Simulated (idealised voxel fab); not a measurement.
process module | voxel self aligned vias
cross-section cut | 175 nm wide | cells 5 nm
A cross-section is a grid of square cells, given in bands from the top down. A band is one or more rows of cells.
Each band's line starts with the height of the band's top and of its bottom, in nm. Then come its materials from left to right, each with its width in nm. One material with "throughout" fills the band from edge to edge. "air" is empty space.
Height 0 is the level under which the wafer as received is all one material. The lowest band goes on downwards, as in "0 down".
A width such as "30 to 40" changes by the same amount from each row of cells to the next, from the band's top row to its bottom row.
"no change" after a step means that no cell of the cross-section changed.
closed voids: empty space of 8 cells or more with no open way to the top, each as width x height at its distance from the left edge, in nm
after a step's settings: what the simulator itself notes on the step
overlay nm, on a step with a mask: how far to the right of its planned place the mask lay; to the left if negative
plan
1 op RECEIVE | material Si
2 op CONFORMAL_DEP | material SiO2 | thk nm 15
3 op CONFORMAL_DEP | material SiCN | thk nm 5
4 op DIRECTIONAL_DEP | material lowk | thk nm 25
5 op DIRECTIONAL_DEP | material aC | thk nm 15
6 op PATTERN | tone open | mask id LINES | material resist | width nm 25 | pitch nm 65 | thk nm 35 | overlay nm 0
7 op DIRECTIONAL_ETCH | etch materials aC | depth nm 15
8 op STRIP | etch materials resist
9 op DIRECTIONAL_ETCH | etch materials lowk | depth nm 25
10 op STRIP | etch materials aC
11 op CONFORMAL_DEP | material TiN | thk nm 5
12 op FILL_DEP | material W | thk nm 10
13 op CMP | height nm 45
14 op SELECTIVE_ETCH | etch materials W Ru TiN | depth nm 5
15 op FILL_DEP | material SiN | thk nm 5
16 op CMP | height nm 45
17 op DIRECTIONAL_DEP | material lowk | thk nm 15
18 op MASKED_ETCH | tone open | mask id VIAS | width nm 35 | etch materials lowk | depth nm 15 | overlay nm 0
19 op MASKED_ETCH | tone open | mask id VIAS | width nm 35 | etch materials SiN | depth nm 5 | overlay nm 0
20 op CONFORMAL_DEP | material TiN | thk nm 5
21 op FILL_DEP | material Cu | thk nm 5
22 op CMP | height nm 60
23 op CONFORMAL_DEP | material SiN | thk nm 5
as received, after step 1
  0 down: Si throughout
  closed voids: none
a wafer at the end: this start, this plan, one mistake
  65 to 60: SiN throughout
  60 to 45: lowk 35 | TiN 5 | Cu 25 | TiN 5 | lowk 105
  45 to 40: SiN 35 | TiN 35 | SiN 105
  40 to 35: W throughout
  35 to 30: TiN 45 | W 15 | TiN 50 | W 15 | TiN 50
  30 to 10: lowk 40 | TiN 5 | W 15 | TiN 5 | lowk 40 | TiN 5 | W 15 | TiN 5 | lowk 45
  10 to 5: lowk 40 | TiN 25 | lowk 40 | TiN 25 | lowk 45
  5 to 0: SiCN throughout
  0 down: Si throughout
  closed voids: none
what went wrong: step 2 was left out
